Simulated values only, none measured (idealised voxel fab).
Process module heading - voxel ribs on slabs
Each square cell in cross-section cut measures 5 nm, and the section as a whole is 255 nm wide.
When this document writes out a cross-section, it uses a grid of square cells and lists it as bands, beginning at the top and moving down, with a band standing for one or more rows of cells.
The band entry comprises the height of the band's top followed by the height of its bottom, expressed in nm, and subsequently the band's materials from left to right, each stated together with its width in nm. Where a single material is marked with the word "all across", that material fills the band from edge to edge. The word "blank" represents empty space.
A quick word on heights: they are counted from 0, and under that level the wafer as it came to us is one material throughout. The lowest band is different from the rest in having no bottom; it simply continues downward, written as in "z 0 and below".
A two-number width, for instance "30->40", indicates that the width is equal to the first number in the top row of the band and to the second number in the bottom row, and that it changes by a constant amount per row of cells.
"no modifications" for a step: no cell of the cross-section changed in that step.
Voids not open to the top, 8 cells minimum: see "Closed-off voids". Written width x height at distance; distance is from the left edge; nm.
Past the settings on a step's line: simulator remark, on that step.
Regarding "overlay nm": on a step with a mask, it is the distance the mask lay to the right of its planned place; a negative value places it to the left.
[Planned process steps]
| 1 | RECEIVE | material Si |
| 2 | DIRECTIONAL_DEP | material SiO2 | thk nm 30 |
| 3 | DIRECTIONAL_DEP | material polySi | thk nm 25 |
| 4 | MASKED_ETCH | tone cover | mask id RIB | width nm 25 | etch materials polySi | depth nm 15 | overlay nm 0 |
| 5 | MASKED_ETCH | tone cover | mask id SLAB | width nm 75 | etch materials polySi | depth nm 10 | overlay nm 0 |
| 6 | FILL_DEP | material SiO2 | thk nm 15 |
| 7 | CMP | height nm 65 |
| 8 | DIRECTIONAL_DEP | material TiN | thk nm 10 |
| 9 | PATTERN | tone cover | mask id HEATER | material resist | width nm 35 | thk nm 15 | overlay nm 0 |
| 10 | DIRECTIONAL_ETCH | etch materials TiN | depth nm 10 |
| 11 | STRIP | etch materials resist |
| 12 | CONFORMAL_DEP | material SiO2 | thk nm 5 |
[Wafer as received: cross-section following step 1]
- z 0 and below  Si all across
- Closed-off voids: none
[Sectioned view, first of two wafers, at the close of the module, processed as intended in the plan]
- z 80 to 75  105 blank, 45 SiO2, 105 blank
- z 75 to 70  105 blank, 5 SiO2, 35 TiN, 5 SiO2, 105 blank
- z 70 to 65  110 SiO2, 35 TiN, 110 SiO2
- z 65 to 55  SiO2 all across
- z 55 to 40  115 SiO2, 25 polySi, 115 SiO2
- z 40 to 30  90 SiO2, 75 polySi, 90 SiO2
- z 30 to 0  SiO2 all across
- z 0 and below  Si all across
- Closed-off voids: none
[Second of two wafers, module complete, sectioned: it shares the first wafer's start and plan but was run with one mistake]
- z 80 to 75  105 blank, 45 SiO2, 105 blank
- z 75 to 70  105 blank, 5 SiO2, 35 TiN, 5 SiO2, 105 blank
- z 70 to 65  110 SiO2, 35 TiN, 110 SiO2
- z 65 to 55  SiO2 all across
- z 55 to 45  90 SiO2, 25 polySi, 25 SiO2, 25 polySi, 90 SiO2
- z 45 to 40  115 polySi, 25 SiO2, 115 polySi
- z 40 to 30  polySi all across
- z 30 to 0  SiO2 all across
- z 0 and below  Si all across
- Closed-off voids: none
The plan and the run diverged here: not per plan at step 4, really ran MASKED_ETCH | tone open | mask id RIB | width nm 25 | etch materials polySi | depth nm 15 | overlay nm 0
Wafer comparison, final, in cells, second relative to first, materials more or fewer: -123 SiO2 | +123 polySi
